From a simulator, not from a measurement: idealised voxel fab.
process module | voxel transistor to metal
cross-section cut | 285 nm wide | cells 5 nm
A cross-section is a grid of square cells, given in bands from the top down. A band is one or more rows of cells.
Each band's line starts with the height of the band's top and of its bottom, in nm. Then come its materials from left to right, each with its width in nm. One material with "throughout" fills the band from edge to edge. "air" is empty space.
Height 0 is the level under which the wafer as received is all one material. The lowest band goes on downwards, as in "0 down".
A width such as "30 to 40" changes by the same amount from each row of cells to the next, from the band's top row to its bottom row.
"no change" after a step means that no cell of the cross-section changed.
closed voids: empty space of 8 cells or more with no open way to the top, each as width x height at its distance from the left edge, in nm
after a step's settings: what the simulator itself notes on the step
overlay nm, on a step with a mask: how far to the right of its planned place the mask lay; to the left if negative
plan
1 op RECEIVE | material Si
2 op OXIDIZE | depth nm 5
3 op CONFORMAL_DEP | material SiN | thk nm 10
4 op MASKED_ETCH | tone cover | mask id ACTIVE | width nm 110 | pitch nm 140 | etch materials SiN | depth nm 10 | overlay nm 0
5 op MASKED_ETCH | tone cover | mask id ACTIVE | width nm 110 | pitch nm 140 | etch materials SiO2 | depth nm 5 | overlay nm 0
6 op MASKED_ETCH | tone cover | mask id ACTIVE | width nm 110 | pitch nm 140 | etch materials Si | depth nm 35 | overlay nm 0
7 op OXIDIZE | depth nm 5
8 op FILL_DEP | material SiO2 | thk nm 5
9 op CMP | height nm 10
10 op SELECTIVE_ETCH | etch materials SiO2 | depth nm 10
11 op STRIP | etch materials SiN
12 op SELECTIVE_ETCH | etch materials SiO2 | depth nm 5
13 op OXIDIZE | depth nm 5
14 op DIRECTIONAL_DEP | material polySi | thk nm 30
15 op DIRECTIONAL_DEP | material SiCN | thk nm 15
16 op DIRECTIONAL_DEP | material aC | thk nm 15
17 op PATTERN | tone cover | mask id GATE | material resist | width nm 20 | pitch nm 140 | thk nm 30 | overlay nm 0
18 op DIRECTIONAL_ETCH | etch materials aC | depth nm 15
19 op STRIP | etch materials resist
20 op DIRECTIONAL_ETCH | etch materials SiCN | depth nm 25
21 op DIRECTIONAL_ETCH | etch materials polySi | depth nm 40
22 op STRIP | etch materials aC
23 op CONFORMAL_DEP | material SiO2 | thk nm 5
24 op DIRECTIONAL_ETCH | etch materials SiO2 | depth nm 5
25 op CONFORMAL_DEP | material SiN | thk nm 5
26 op DIRECTIONAL_ETCH | etch materials SiN | depth nm 5
27 op DIRECTIONAL_ETCH | etch materials SiO2 | depth nm 5
28 op EPI | material pSi | thk nm 5
29 op FILL_DEP | material SiO2 | thk nm 10
30 op CMP | height nm 40
31 op DIRECTIONAL_DEP | material SiO2 | thk nm 15
32 op PATTERN | tone open | mask id CONTACT | material resist | width nm 20 | pitch nm 70 | thk nm 20 | overlay nm 0
33 op DIRECTIONAL_ETCH | etch materials SiO2 | depth nm 60
34 op STRIP | etch materials resist
35 op CONFORMAL_DEP | material TiN | thk nm 5
36 op FILL_DEP | material W | thk nm 5
37 op CMP | height nm 55
38 op CONFORMAL_DEP | material SiCN | thk nm 5
39 op DIRECTIONAL_DEP | material SiO2 | thk nm 20
40 op PATTERN | tone open | mask id METAL_1 | material resist | width nm 20 | pitch nm 70 | thk nm 15 | overlay nm 0
41 op DIRECTIONAL_ETCH | etch materials SiO2 | depth nm 20
42 op DIRECTIONAL_ETCH | etch materials SiCN | depth nm 5
43 op STRIP | etch materials resist
44 op CONFORMAL_DEP | material TiN | thk nm 5
45 op FILL_DEP | material Cu | thk nm 10
46 op CMP | height nm 80
47 op CONFORMAL_DEP | material SiN | thk nm 5
as received, after step 1
  0 down: Si throughout
  closed voids: none
a wafer at the end: this start, this plan, one mistake
  85 to 80: SiN throughout
  80 to 60: SiO2 25 | TiN 5 | Cu 10 | TiN 5 | SiO2 50 | TiN 5 | Cu 10 | TiN 5 | SiO2 50 | TiN 5 | Cu 10 | TiN 5 | SiO2 50 | TiN 5 | Cu 10 | TiN 5 | SiO2 30
  60 to 55: SiCN 25 | TiN 20 | SiCN 50 | TiN 20 | SiCN 50 | TiN 20 | SiCN 50 | TiN 20 | SiCN 30
  55 to 40: SiO2 25 | aC 5 | W 10 | aC 5 | SiO2 50 | aC 5 | W 10 | aC 5 | SiO2 50 | aC 5 | W 10 | aC 5 | SiO2 50 | aC 5 | W 10 | aC 5 | SiO2 30
  40 to 25: SiO2 25 | aC 5 | W 10 | aC 5 | SiO2 5 | SiN 5 | SiO2 5 | SiCN 20 | SiO2 5 | SiN 5 | SiO2 5 | aC 5 | W 10 | aC 5 | SiO2 50 | aC 5 | W 10 | aC 5 | SiO2 5 | SiN 5 | SiO2 5 | SiCN 20 | SiO2 5 | SiN 5 | SiO2 5 | aC 5 | W 10 | aC 5 | SiO2 30
  25 to 0: SiO2 25 | aC 5 | W 10 | aC 5 | SiO2 5 | SiN 5 | SiO2 5 | polySi 20 | SiO2 5 | SiN 5 | SiO2 5 | aC 5 | W 10 | aC 5 | SiO2 50 | aC 5 | W 10 | aC 5 | SiO2 5 | SiN 5 | SiO2 5 | polySi 20 | SiO2 5 | SiN 5 | SiO2 5 | aC 5 | W 10 | aC 5 | SiO2 30
  0 to -5: SiO2 25 | aC 20 | SiO2 5 | SiN 5 | SiO2 5 | polySi 20 | SiO2 5 | SiN 5 | SiO2 5 | aC 20 | SiO2 50 | aC 20 | SiO2 5 | SiN 5 | SiO2 5 | polySi 20 | SiO2 5 | SiN 5 | SiO2 5 | aC 20 | SiO2 30
  -5 to -10: SiO2 15 | pSi 35 | SiO2 40 | pSi 35 | SiO2 30 | pSi 35 | SiO2 40 | pSi 35 | SiO2 20
  -10 to -45: SiO2 20 | Si 100 | SiO2 40 | Si 100 | SiO2 25
  -45 down: Si throughout
  closed voids: none
what went wrong: step 35 ran as: op CONFORMAL_DEP | material aC | thk nm 5
